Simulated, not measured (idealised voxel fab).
Presented below is a process module, voxel wiring stack.
The figure presents cross-section cut, which has a width of 280 nm and is divided into square cells with an edge length of 5 nm.
A cross-section is a grid of square cells, given in bands from the top down. A band is one or more rows of cells. Band: top and bottom heights (nm) first, top before bottom; then materials from left to right, widths in nm. "all across" marks a sole material filling the band edge to edge. "empty" denotes empty space. Counting heights begins at 0, where everything beneath is, in the wafer as received, one material. The lowest band has no bottom; it goes on downwards, as "0 -> down" shows. When a width is written as two numbers, as in "30->40", the first number is the width in the top row of cells of the band and the second is the width in its bottom row, and the width changes by the same amount from each row to the next. When a step is marked "remains unaltered", none of the cells in the cross-section changed during that step. If an empty space has no open way to the top and is at least 8 cells in size, "Internal closed voids" lists it, written width x height at distance, where distance is measured from the left edge and every value is in nm. On a step's line, text after the settings is the simulator commenting on that step. overlay nm: for a step with a mask, the amount by which the mask lay right of where it was planned; a negative amount means left of it.
[The steps planned for the process are as follows]
1: RECEIVE, material Si
2: CONFORMAL_DEP, material SiO2, thk nm 10
3: CONFORMAL_DEP, material SiN, thk nm 5
4: DIRECTIONAL_DEP, material lowk, thk nm 20
5: MASKED_ETCH, tone open, mask id METAL_1, width nm 20, pitch nm 50, etch materials lowk, depth nm 20, overlay nm 0
6: MASKED_ETCH, tone open, mask id METAL_1, width nm 20, pitch nm 50, etch materials SiN, depth nm 5, overlay nm 0
7: CONFORMAL_DEP, material TiN, thk nm 5
8: FILL_DEP, material W, thk nm 10
9: CMP, height nm 35
10: CONFORMAL_DEP, material SiCN, thk nm 5
11: DIRECTIONAL_DEP, material SiO2, thk nm 10
12: DIRECTIONAL_DEP, material aC, thk nm 15
13: PATTERN, tone open, mask id PLUG_1, material resist, width nm 15, pitch nm 50, thk nm 35, overlay nm 0
14: DIRECTIONAL_ETCH, etch materials aC, depth nm 15
15: STRIP, etch materials resist
16: DIRECTIONAL_ETCH, etch materials SiO2, depth nm 10
17: DIRECTIONAL_ETCH, etch materials SiCN, depth nm 5
18: STRIP, etch materials aC
19: EPI, material Ru, thk nm 10
20: EPI, material Ru, thk nm 5
21: DIRECTIONAL_DEP, material TiN, thk nm 5
22: DIRECTIONAL_DEP, material Ru, thk nm 25
23: DIRECTIONAL_DEP, material aC, thk nm 10
24: PATTERN, tone cover, mask id METAL_2, material resist, width nm 20, pitch nm 50, thk nm 25, overlay nm 0
25: DIRECTIONAL_ETCH, etch materials aC, depth nm 10
26: STRIP, etch materials resist
27: DIRECTIONAL_ETCH, etch materials Ru, depth nm 25
28: DIRECTIONAL_ETCH, etch materials TiN, depth nm 5
29: STRIP, etch materials aC
30: FILL_DEP, material lowk, thk nm 10
31: CMP, height nm 80
32: CONFORMAL_DEP, material SiN, thk nm 5
[Wafer as received: cross-section following step 1]
- 0 -> down | Si all across
- Internal closed voids: none
[Cross-section, end of module. Start: as above. Plan: as above. Execution: one mistake]
- 85 -> 80 | SiN all across
- 80 -> 65 | lowk 55 nm / Ru 20 nm / lowk 30 nm / Ru 20 nm / lowk 30 nm / Ru 20 nm / lowk 30 nm / Ru 20 nm / lowk 55 nm
- 65 -> 60 | lowk 55 nm / TiN 20 nm / lowk 30 nm / TiN 20 nm / lowk 30 nm / TiN 20 nm / lowk 30 nm / TiN 20 nm / lowk 55 nm
- 60 -> 50 | lowk 45 nm / Ru 35 nm / lowk 15 nm / Ru 35 nm / lowk 15 nm / Ru 35 nm / lowk 15 nm / Ru 35 nm / lowk 50 nm
- 50 -> 40 | SiO2 55 nm / Ru 15 nm / SiO2 35 nm / Ru 15 nm / SiO2 35 nm / Ru 15 nm / SiO2 35 nm / Ru 15 nm / SiO2 60 nm
- 40 -> 35 | SiCN 55 nm / Ru 15 nm / SiCN 35 nm / Ru 15 nm / SiCN 35 nm / Ru 15 nm / SiCN 35 nm / Ru 15 nm / SiCN 60 nm
- 35 -> 15 | lowk 55 nm / TiN 5 nm / W 10 nm / TiN 5 nm / lowk 30 nm / TiN 5 nm / W 10 nm / TiN 5 nm / lowk 30 nm / TiN 5 nm / W 10 nm / TiN 5 nm / lowk 30 nm / TiN 5 nm / W 10 nm / TiN 5 nm / lowk 55 nm
- 15 -> 10 | SiN 55 nm / TiN 20 nm / SiN 30 nm / TiN 20 nm / SiN 30 nm / TiN 20 nm / SiN 30 nm / TiN 20 nm / SiN 55 nm
- 10 -> 0 | SiO2 all across
- 0 -> down | Si all across
- Internal closed voids: none
The mistake made against the process plan was this: regarding the plan, step 19 was run twice
